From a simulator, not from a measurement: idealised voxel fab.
The process module that follows is named voxel self aligned vias.
This is section cut - it's 185 nm across, gridded in 5 nm square cells.
Cross-section layout: square cells on a grid; listed as bands, top to bottom; a band spans one or more cell rows. Quick guide to a band line: top height, bottom height (nm) up front; then every material left to right with its width in nm. Only one material and it's marked "full width"? Then it fills the band edge to edge. And "air" just means empty space. Measure heights from 0. That's the level where, below it, the as-received wafer is all one material. The lowest band is bottomless and extends downward; write it as in "z 0 and below". Read "30->40" as a graded width: first number on top, second number at the bottom, same change between each pair of neighbouring rows. Basically "nothing changed" means that step didn't change any cell in the cross-section. The entry titled "Enclosed void catalog" provides the empty spaces that have no open way to the top, restricted to those of 8 cells or more. Each is presented as width x height at distance, the distance being measured from the left edge, with all three in nm. Where a step's line continues beyond its settings, the continuation is a remark by the simulator itself on that step. "overlay nm" answers the question of how far to the right of plan the mask lay on a step that has a mask, and when it is negative the answer is to the left.

-- So here's the lineup of process steps we planned
step 1: RECEIVE,material Si
step 2: CONFORMAL_DEP,material SiO2,thk nm 10
step 3: CONFORMAL_DEP,material SiCN,thk nm 5
step 4: DIRECTIONAL_DEP,material SiO2,thk nm 30
step 5: PATTERN,tone open,mask id LINES,material resist,width nm 20,pitch nm 55,thk nm 15,overlay nm 0
step 6: DIRECTIONAL_ETCH,etch materials SiO2,depth nm 30
step 7: STRIP,etch materials resist
step 8: CONFORMAL_DEP,material TiN,thk nm 5
step 9: FILL_DEP,material Ru,thk nm 10
step 10: CMP,height nm 45
step 11: SELECTIVE_ETCH,etch materials W Ru TiN,depth nm 5
step 12: FILL_DEP,material SiN,thk nm 10
step 13: CMP,height nm 45
step 14: DIRECTIONAL_DEP,material SiO2,thk nm 15
step 15: PATTERN,tone open,mask id VIAS,material resist,width nm 30,pitch nm 55,thk nm 20,overlay nm 0
step 16: DIRECTIONAL_ETCH,etch materials SiO2,depth nm 15
step 17: DIRECTIONAL_ETCH,etch materials SiN,depth nm 5
step 18: STRIP,etch materials resist
step 19: CONFORMAL_DEP,material TiN,thk nm 5
step 20: FILL_DEP,material Cu,thk nm 10
step 21: CMP,height nm 60
step 22: CONFORMAL_DEP,material SiN,thk nm 5

-- The cross-section here shows the wafer as received, i.e. in its state after step 1
  z 0 and below: Si full width
  Enclosed void catalog: none

-- Figure: cross-sectional view of the wafer upon completion of the module, processed from the initial state and according to the plan depicted above, with one error introduced during execution
  z 65 to 60: SiN full width
  z 60 to 45: SiCN full width
  z 45 to 40: SiO2 (55), SiN (20), SiO2 (35), SiN (20), SiO2 (55)
  z 40 to 20: SiO2 (55), TiN (5), Ru (10), TiN (5), SiO2 (35), TiN (5), Ru (10), TiN (5), SiO2 (55)
  z 20 to 15: SiO2 (55), TiN (20), SiO2 (35), TiN (20), SiO2 (55)
  z 15 to 10: SiCN full width
  z 10 to 0: SiO2 full width
  z 0 and below: Si full width
  Enclosed void catalog: none
What broke from the plan during processing? for step 14, the planned setting was not used; the step was instead run as DIRECTIONAL_DEP,material SiCN,thk nm 15
